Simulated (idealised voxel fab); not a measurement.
The following is a process module called voxel wiring stack.
Cross-section cut spans 265 nm and uses square cells 5 nm in size.
A cross-section is written here as square cells arranged in a grid, and it is given in bands from the top down, each band taking up one or more rows of cells.
Read a band's entry like this: the first values are the height of its top and the height of its bottom in nm, and what follows is the sequence of materials from left to right, each with its width in nm. Note that "empty" is empty space, and that a single material marked "full width" reaches across the band from edge to edge.
Measure heights from 0. That's the level where, below it, the as-received wafer is all one material. The lowest band is bottomless and extends downward; write it as in "0 and below".
The two numbers in a width such as "30..40" mark its ends across the band: the first belongs to the top row of cells, the second to the bottom row, and from each row to the next the width moves by the same amount.
Step marked "nothing different"? Then no cell in the cross-section changed in it.
Each empty space that has no open way to the top and spans at least 8 cells appears under "Fully sealed cavities" as width x height at distance, the distance counted from the left edge, all in nm.
Past the settings on a step's line: simulator remark, on that step.
"overlay nm" denotes, for a step that has a mask, the displacement of the mask to the right of its planned place, with negative values corresponding to the left.
The process steps that were planned are listed below
1 RECEIVE [material Si]
2 CONFORMAL_DEP [material SiO2] [thk nm 15]
3 DIRECTIONAL_DEP [material TiN] [thk nm 5]
4 DIRECTIONAL_DEP [material Ru] [thk nm 20]
5 MASKED_ETCH [tone cover] [mask id METAL_1] [width nm 30] [pitch nm 50] [etch materials Ru] [depth nm 20] [overlay nm 0]
6 MASKED_ETCH [tone cover] [mask id METAL_1] [width nm 30] [pitch nm 50] [etch materials TiN] [depth nm 5] [overlay nm 0]
7 FILL_DEP [material SiO2] [thk nm 5]
8 CMP [height nm 40]
9 CONFORMAL_DEP [material SiCN] [thk nm 5]
10 DIRECTIONAL_DEP [material lowk] [thk nm 15]
11 MASKED_ETCH [tone open] [mask id PLUG_1] [width nm 15] [pitch nm 100] [etch materials lowk] [depth nm 15] [overlay nm 0]
12 MASKED_ETCH [tone open] [mask id PLUG_1] [width nm 15] [pitch nm 100] [etch materials SiCN] [depth nm 5] [overlay nm 0]
13 CONFORMAL_DEP [material TiN] [thk nm 5]
14 FILL_DEP [material Cu] [thk nm 10]
15 CMP [height nm 60]
16 DIRECTIONAL_DEP [material TiN] [thk nm 5]
17 DIRECTIONAL_DEP [material Ru] [thk nm 15]
18 DIRECTIONAL_DEP [material aC] [thk nm 15]
19 PATTERN [tone cover] [mask id METAL_2] [material resist] [width nm 30] [pitch nm 50] [thk nm 30] [overlay nm 0]
20 DIRECTIONAL_ETCH [etch materials aC] [depth nm 15]
21 STRIP [etch materials resist]
22 DIRECTIONAL_ETCH [etch materials Ru] [depth nm 15]
23 DIRECTIONAL_ETCH [etch materials TiN] [depth nm 5]
24 STRIP [etch materials aC]
25 CONFORMAL_DEP [material SiCN] [thk nm 5]
26 FILL_DEP [material lowk] [thk nm 5]
27 CMP [height nm 80]
28 CONFORMAL_DEP [material SiCN] [thk nm 5]
29 DIRECTIONAL_DEP [material SiO2] [thk nm 15]
30 MASKED_ETCH [tone open] [mask id PLUG_2] [width nm 15] [pitch nm 100] [etch materials SiO2] [depth nm 15] [overlay nm 0]
31 MASKED_ETCH [tone open] [mask id PLUG_2] [width nm 15] [pitch nm 100] [etch materials SiCN] [depth nm 5] [overlay nm 0]
32 EPI [material Ru] [thk nm 10]
33 EPI [material Ru] [thk nm 10]
34 DIRECTIONAL_DEP [material TiN] [thk nm 5]
35 DIRECTIONAL_DEP [material Ru] [thk nm 20]
36 MASKED_ETCH [tone cover] [mask id METAL_3] [width nm 30] [pitch nm 50] [etch materials Ru] [depth nm 20] [overlay nm 0]
37 MASKED_ETCH [tone cover] [mask id METAL_3] [width nm 30] [pitch nm 50] [etch materials TiN] [depth nm 5] [overlay nm 0]
38 FILL_DEP [material SiO2] [thk nm 5]
39 CMP [height nm 125]
40 CONFORMAL_DEP [material SiCN] [thk nm 5]
41 DIRECTIONAL_DEP [material lowk] [thk nm 15]
42 MASKED_ETCH [tone open] [mask id PLUG_3] [width nm 15] [pitch nm 50] [etch materials lowk] [depth nm 15] [overlay nm 0]
43 MASKED_ETCH [tone open] [mask id PLUG_3] [width nm 15] [pitch nm 50] [etch materials SiCN] [depth nm 5] [overlay nm 0]
44 EPI [material Ru] [thk nm 10]
45 EPI [material Ru] [thk nm 10]
46 CONFORMAL_DEP [material SiN] [thk nm 5]
47 DIRECTIONAL_DEP [material lowk] [thk nm 15]
48 MASKED_ETCH [tone open] [mask id METAL_4] [width nm 30] [pitch nm 50] [etch materials lowk] [depth nm 15] [overlay nm 0]
49 MASKED_ETCH [tone open] [mask id METAL_4] [width nm 30] [pitch nm 50] [etch materials SiN] [depth nm 5] [overlay nm 0]
50 CONFORMAL_DEP [material TiN] [thk nm 5]
51 FILL_DEP [material Ru] [thk nm 10]
52 CMP [height nm 165]
53 CONFORMAL_DEP [material SiCN] [thk nm 5]
Among the wafers covered here, the point of difference is the width nm at step 30; their starting state is shared, and the plan presents the value of the first wafer.
Cross-section of the first of several received wafers, showing its state after step 1
* 0 and below | Si full width
* Fully sealed cavities: none
Each row below is a wafer at the end of the module, listing for every material the number of cells it has gained (+) or lost (-) since it was received, followed by its closed voids
width nm 15; +6 Cu; +384 Ru; +241 SiCN; +29 SiN; +590 SiO2; +138 TiN; +414 lowk; Fully sealed cavities: none
width nm 20; +6 Cu; +390 Ru; +241 SiCN; +29 SiN; +584 SiO2; +138 TiN; +414 lowk; Fully sealed cavities: none
width nm 25; +6 Cu; +396 Ru; +241 SiCN; +29 SiN; +578 SiO2; +138 TiN; +414 lowk; Fully sealed cavities: none
width nm 30; +6 Cu; +402 Ru; +241 SiCN; +29 SiN; +572 SiO2; +138 TiN; +414 lowk; Fully sealed cavities: none
